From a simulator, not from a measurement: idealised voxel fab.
The following is a process module called voxel ribs on slabs.
The cross-section shown here is cut; it is 200 nm wide and divided into square cells measuring 5 nm on a side.
Think of the cross-section as a grid of square cells. We describe it in bands, top to bottom, and each band covers one or more rows of those cells. Heads up on the band format: heights come first, top then bottom, in nm. After that it's the materials left to right, each with its width in nm. A single material flagged "all across" fills the whole band edge to edge, and "blank" means there's empty space there. Heads up on the height convention: 0 is the point under which the incoming wafer is all one material, and the lowest band has no bottom, it just keeps going down, like "0 down". The notation "30->40" denotes a width that varies across the rows of cells in the band, beginning at the first number in the top row, finishing at the second number in the bottom row, and changing by an identical amount from each row to the next. It should be understood that the words "no change", when stated for a given step, signify that the cross-section underwent no change in any of its cells during that step. "Closed internal cavities" contains a list of empty spaces, each no smaller than 8 cells and without an open way to the top, written in the form width x height at distance with the distance from the left edge and all three in nm. Note: text after step settings on the step line = simulator remark on that step. A step's line can hold "overlay nm"; with a mask on that step, the setting says how far right of the planned place the mask lay, while a negative setting says it lay to the left.

Process steps foreseen in the plan:
1 RECEIVE (material Si)
2 DIRECTIONAL_DEP (material SiO2; thk nm 25)
3 DIRECTIONAL_DEP (material polySi; thk nm 15)
4 MASKED_ETCH (tone cover; mask id RIB; width nm 20; etch materials polySi; depth nm 10; overlay nm 0)
5 MASKED_ETCH (tone cover; mask id SLAB; width nm 60; etch materials polySi; depth nm 5; overlay nm 0)
6 FILL_DEP (material SiO2; thk nm 20)
7 CMP (height nm 55)
8 DIRECTIONAL_DEP (material TiN; thk nm 5)
9 PATTERN (tone cover; mask id HEATER; material resist; width nm 30; thk nm 15; overlay nm 0)
10 DIRECTIONAL_ETCH (etch materials TiN; depth nm 5)
11 STRIP (etch materials resist)
12 CONFORMAL_DEP (material SiN; thk nm 10)

So, the first of our two wafers, run just as we planned it:

Incoming wafer in cross-section (state: after step 1):
0 down = Si all across
Closed internal cavities: none

The wafer in cross-section once step 2 is complete:
25 to 0 = SiO2 all across
For the remainder of the cross-section, below 0, there is no change.

The wafer in cross-section once step 3 is complete:
40 to 25 = polySi all across
For the remainder of the cross-section, below 25, there is no change.

The wafer in cross-section once step 4 is complete:
40 to 30 = 90 nm blank  20 nm polySi  90 nm blank
For the remainder of the cross-section, below 30, there is no change.

The wafer in cross-section once step 5 is complete:
40 to 30 = 90 nm blank  20 nm polySi  90 nm blank
30 to 25 = 70 nm blank  60 nm polySi  70 nm blank
For the remainder of the cross-section, below 25, there is no change.

The wafer in cross-section once step 6 is complete:
60 to 40 = SiO2 all across
40 to 30 = 90 nm SiO2  20 nm polySi  90 nm SiO2
30 to 25 = 70 nm SiO2  60 nm polySi  70 nm SiO2
For the remainder of the cross-section, below 25, there is no change.

The wafer in cross-section once step 7 is complete:
55 to 40 = SiO2 all across
For the remainder of the cross-section, below 40, there is no change.

The wafer in cross-section once step 8 is complete:
60 to 55 = TiN all across
For the remainder of the cross-section, below 55, there is no change.

The wafer in cross-section once step 9 is complete:
75 to 60 = 85 nm blank  30 nm resist  85 nm blank
For the remainder of the cross-section, below 60, there is no change.

The wafer in cross-section once step 10 is complete:
75 to 60 = 85 nm blank  30 nm resist  85 nm blank
60 to 55 = 85 nm blank  30 nm TiN  85 nm blank
For the remainder of the cross-section, below 55, there is no change.

The wafer in cross-section once step 11 is complete:
60 to 55 = 85 nm blank  30 nm TiN  85 nm blank
For the remainder of the cross-section, below 55, there is no change.

The wafer in cross-section once step 12 is complete:
70 to 65 = 75 nm blank  50 nm SiN  75 nm blank
65 to 60 = SiN all across
60 to 55 = 85 nm SiN  30 nm TiN  85 nm SiN
For the remainder of the cross-section, below 55, there is no change.

The remaining wafer, second of the two, started like the first and was run to the same plan, except that one mistake was made along the way; the two coincide through step 11, inclusive:

X-section, second wafer, when step 12 was due to finish: no change
Deviation noted in wafer processing: with respect to the plan, step 12 was omitted and not executed
The final cell counts differ between the wafers, with the second having more or fewer of some materials than the first: -84 SiN
